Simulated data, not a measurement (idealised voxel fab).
Process module under the name voxel self aligned vias
Cross-sectional view cut (width: 225 nm; square cell size: 5 nm).
For the purposes of this document, a cross-section shall be understood as a grid of square cells, specified as bands listed in top-to-bottom order, each band consisting of one or more rows of cells. Look at the band entry: it leads with the top's height and the bottom's height in nm. Then it lists the materials left to right, with a width in nm for each. The word "everywhere" on a single material says that material fills the band edge to edge. The word "empty" is empty space. Where do heights start? At 0: under that level the wafer as delivered is made of one material only. And the lowest band has no floor; it just carries on downward, as in "0 -> down". You'd read "30..40" like this: the band's top row of cells is as wide as the first number, its bottom row is as wide as the second, and going down, every row changes width by the same amount as the row before did. A step reported as "no change occurred" is a step in which no cell of the cross-section changed. "Listed closed voids" enumerates empty spaces isolated from the top, with no open way to it, that contain at least 8 cells, giving each as width x height at distance from the left edge, all three in nm. Post-settings text on a step line: simulator's own remark regarding the step. Among the settings permitted on a step's line is "overlay nm"; applied to a step with a mask, it specifies the extent to which the mask lay to the right of its planned position, whereas a negative figure signifies a position to the left.

The process steps that were planned are listed below
1: RECEIVE | material Si
2: CONFORMAL_DEP | material SiO2 | thk nm 10
3: CONFORMAL_DEP | material SiCN | thk nm 5
4: DIRECTIONAL_DEP | material SiO2 | thk nm 20
5: MASKED_ETCH | tone open | mask id LINES | width nm 30 | pitch nm 70 | etch materials SiO2 | depth nm 20 | overlay nm 0
6: CONFORMAL_DEP | material TiN | thk nm 5
7: FILL_DEP | material W | thk nm 5
8: CMP | height nm 35
9: SELECTIVE_ETCH | etch materials W Ru TiN | depth nm 10
10: FILL_DEP | material SiN | thk nm 5
11: CMP | height nm 35
12: DIRECTIONAL_DEP | material SiO2 | thk nm 20
13: DIRECTIONAL_DEP | material aC | thk nm 10
14: PATTERN | tone open | mask id VIAS | material resist | width nm 40 | pitch nm 140 | thk nm 25 | overlay nm 0
15: DIRECTIONAL_ETCH | etch materials aC | depth nm 10
16: STRIP | etch materials resist
17: DIRECTIONAL_ETCH | etch materials SiO2 | depth nm 20
18: DIRECTIONAL_ETCH | etch materials SiN | depth nm 10
19: STRIP | etch materials aC
20: CONFORMAL_DEP | material TiN | thk nm 5
21: FILL_DEP | material Ru | thk nm 5
22: CMP | height nm 55
23: CONFORMAL_DEP | material SiCN | thk nm 5

So this is the incoming wafer in cross-section - it's already been through step 1
  0 -> down: Si everywhere
  Listed closed voids: none

The cross-section shown corresponds to the wafer at the conclusion of the module. The initial structure and the process plan are those presented above; however, one mistake occurred in executing the plan
  60 -> 55: SiCN everywhere
  55 -> 40: SiO2 (20) | TiN (5) | Ru (30) | TiN (5) | SiO2 (100) | TiN (5) | Ru (30) | TiN (5) | SiO2 (25)
  40 -> 35: SiO2 (20) | TiN (10) | Ru (20) | TiN (10) | SiO2 (100) | TiN (10) | Ru (20) | TiN (10) | SiO2 (25)
  35 -> 30: SiO2 (25) | TiN (5) | Ru (20) | TiN (5) | SiO2 (40) | SiN (30) | SiO2 (40) | TiN (5) | Ru (20) | TiN (5) | SiO2 (30)
  30 -> 25: SiO2 (25) | TiN (30) | SiO2 (40) | SiN (30) | SiO2 (40) | TiN (30) | SiO2 (30)
  25 -> 20: SiO2 (25) | TiN (30) | SiO2 (40) | TiN (30) | SiO2 (40) | TiN (30) | SiO2 (30)
  20 -> 15: SiCN everywhere
  15 -> 0: SiO2 everywhere
  0 -> down: Si everywhere
  Listed closed voids: none
Error vs. plan: in deviation from the planned setting, step 2 was conducted as CONFORMAL_DEP | material SiO2 | thk nm 15
